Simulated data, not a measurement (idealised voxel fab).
Module name: voxel gate over fins (process module)
This is section cut - it's 220 nm across, gridded in 5 nm square cells.
Cross-section = grid of square cells, listed top down in bands; band = one or more rows.
For a band, the entry starts with two heights in nm, that of the top and then that of the bottom, and carries on with the band's materials in order from left to right, each alongside its width in nm; the word "everywhere" beside a single material means it fills the band edge to edge, and "air" means empty space.
Counting heights begins at 0, where everything beneath is, in the wafer as received, one material. The lowest band has no bottom; it goes on downwards, as "top 0, no bottom" shows.
So if you see something like "30 to 40" for the width, read it as the top row of the band sitting at the first number and the bottom row at the second, with every row in between moving by the same amount as the last.
No cell of the cross-section changed in a step that is given as "no modification".
"Enclosed void entries" contains a list of empty spaces, each no smaller than 8 cells and without an open way to the top, written in the form width x height at distance with the distance from the left edge and all three in nm.
Where a step's line continues beyond its settings, the continuation is a remark by the simulator itself on that step.
overlay nm: step with mask; distance mask lay right of planned place; negative value = left of planned place.

[Process steps (planned)]
| 1 | RECEIVE with material Si |
| 2 | CONFORMAL_DEP with material SiN, thk nm 10 |
| 3 | PATTERN with tone cover, mask id FINS, material resist, width nm 15, pitch nm 50, thk nm 15, overlay nm 0 |
| 4 | DIRECTIONAL_ETCH with etch materials SiN, depth nm 10 |
| 5 | DIRECTIONAL_ETCH with etch materials Si, depth nm 35 |
| 6 | STRIP with etch materials resist |
| 7 | OXIDIZE with depth nm 5 |
| 8 | FILL_DEP with material SiO2, thk nm 10 |
| 9 | CMP with height nm 10 |
| 10 | PATTERN with tone open, mask id RAIL, material resist, width nm 15, thk nm 20, overlay nm 0 |
| 11 | DIRECTIONAL_ETCH with etch materials SiO2, depth nm 40 |
| 12 | STRIP with etch materials resist |
| 13 | CONFORMAL_DEP with material TiN, thk nm 5 |
| 14 | FILL_DEP with material W, thk nm 5 |
| 15 | CMP with height nm 10 |
| 16 | SELECTIVE_ETCH with etch materials W Ru TiN, depth nm 30 |
| 17 | FILL_DEP with material SiO2, thk nm 5 |
| 18 | CMP with height nm 10 |
| 19 | SELECTIVE_ETCH with etch materials SiO2, depth nm 25 |
| 20 | STRIP with etch materials SiN |
| 21 | CONFORMAL_DEP with material HfO2, thk nm 5 |
| 22 | CONFORMAL_DEP with material TiN, thk nm 5 |
| 23 | FILL_DEP with material W, thk nm 15 |
| 24 | CMP with height nm 20 |
| 25 | CONFORMAL_DEP with material SiCN, thk nm 10 |

[Cross-section of the wafer as it came to us, i.e., already through step 1]
    top 0, no bottom = Si everywhere
    Enclosed void entries: none

[Cross-section taken at module completion on the first of two wafers; processed per the plan]
    top 30, bottom 20 = SiCN everywhere
    top 20, bottom 10 = W everywhere
    top 10, bottom 5 = W: 20 | TiN: 25 | W: 25 | TiN: 25 | W: 25 | TiN: 25 | W: 25 | TiN: 25 | W: 25
    top 5, bottom 0 = W: 20 | TiN: 5 | HfO2: 15 | TiN: 5 | W: 25 | TiN: 5 | HfO2: 15 | TiN: 5 | W: 25 | TiN: 5 | HfO2: 15 | TiN: 5 | W: 25 | TiN: 5 | HfO2: 15 | TiN: 5 | W: 25
    top 0, bottom -5 = W: 20 | TiN: 5 | HfO2: 5 | Si: 5 | HfO2: 5 | TiN: 5 | W: 25 | TiN: 5 | HfO2: 5 | Si: 5 | HfO2: 5 | TiN: 5 | W: 25 | TiN: 5 | HfO2: 5 | Si: 5 | HfO2: 5 | TiN: 5 | W: 25 | TiN: 5 | HfO2: 5 | Si: 5 | HfO2: 5 | TiN: 5 | W: 25
    top -5, bottom -10 = TiN: 25 | HfO2: 5 | Si: 5 | HfO2: 5 | TiN: 35 | HfO2: 5 | Si: 5 | HfO2: 5 | TiN: 35 | HfO2: 5 | Si: 5 | HfO2: 5 | TiN: 35 | HfO2: 5 | Si: 5 | HfO2: 5 | TiN: 30
    top -10, bottom -15 = HfO2: 30 | Si: 5 | HfO2: 45 | Si: 5 | HfO2: 45 | Si: 5 | HfO2: 45 | Si: 5 | HfO2: 35
    top -15, bottom -20 = SiO2: 30 | Si: 5 | SiO2: 45 | Si: 5 | SiO2: 45 | Si: 5 | SiO2: 45 | Si: 5 | SiO2: 35
    top -20, bottom -25 = SiO2: 30 | Si: 5 | SiO2: 15 | TiN: 5 | W: 5 | TiN: 5 | SiO2: 15 | Si: 5 | SiO2: 45 | Si: 5 | SiO2: 45 | Si: 5 | SiO2: 35
    top -25, bottom -30 = SiO2: 30 | Si: 5 | SiO2: 15 | TiN: 15 | SiO2: 15 | Si: 5 | SiO2: 45 | Si: 5 | SiO2: 45 | Si: 5 | SiO2: 35
    top -30, bottom -40 = SiO2: 30 | Si: 5 | SiO2: 45 | Si: 5 | SiO2: 45 | Si: 5 | SiO2: 45 | Si: 5 | SiO2: 35
    top -40, no bottom = Si everywhere
    Enclosed void entries: none

[Second wafer of the two, sectioned at the end of the module. It began like the first and followed the same plan, but one mistake was made while running it]
    top 30, bottom 20 = SiCN everywhere
    top 20, bottom 15 = TiN everywhere
    top 15, bottom 5 = HfO2: 30 | TiN: 5 | HfO2: 45 | TiN: 5 | HfO2: 45 | TiN: 5 | HfO2: 45 | TiN: 5 | HfO2: 35
    top 5, bottom 0 = HfO2 everywhere
    top 0, bottom -35 = HfO2: 25 | SiO2: 5 | Si: 5 | SiO2: 5 | HfO2: 35 | SiO2: 5 | Si: 5 | SiO2: 5 | HfO2: 35 | SiO2: 5 | Si: 5 | SiO2: 5 | HfO2: 35 | SiO2: 5 | Si: 5 | SiO2: 5 | HfO2: 30
    top -35, bottom -40 = SiO2: 30 | Si: 5 | SiO2: 45 | Si: 5 | SiO2: 45 | Si: 5 | SiO2: 45 | Si: 5 | SiO2: 35
    top -40, no bottom = Si everywhere
    Enclosed void entries: none
Here's what went sideways: for step 8, the planned setting was not used; the step was instead run as FILL_DEP with material HfO2, thk nm 10
Wafer comparison, final, in cells, second relative to first, materials more or fewer: HfO2 +280, SiO2 -98, TiN -21, W -161
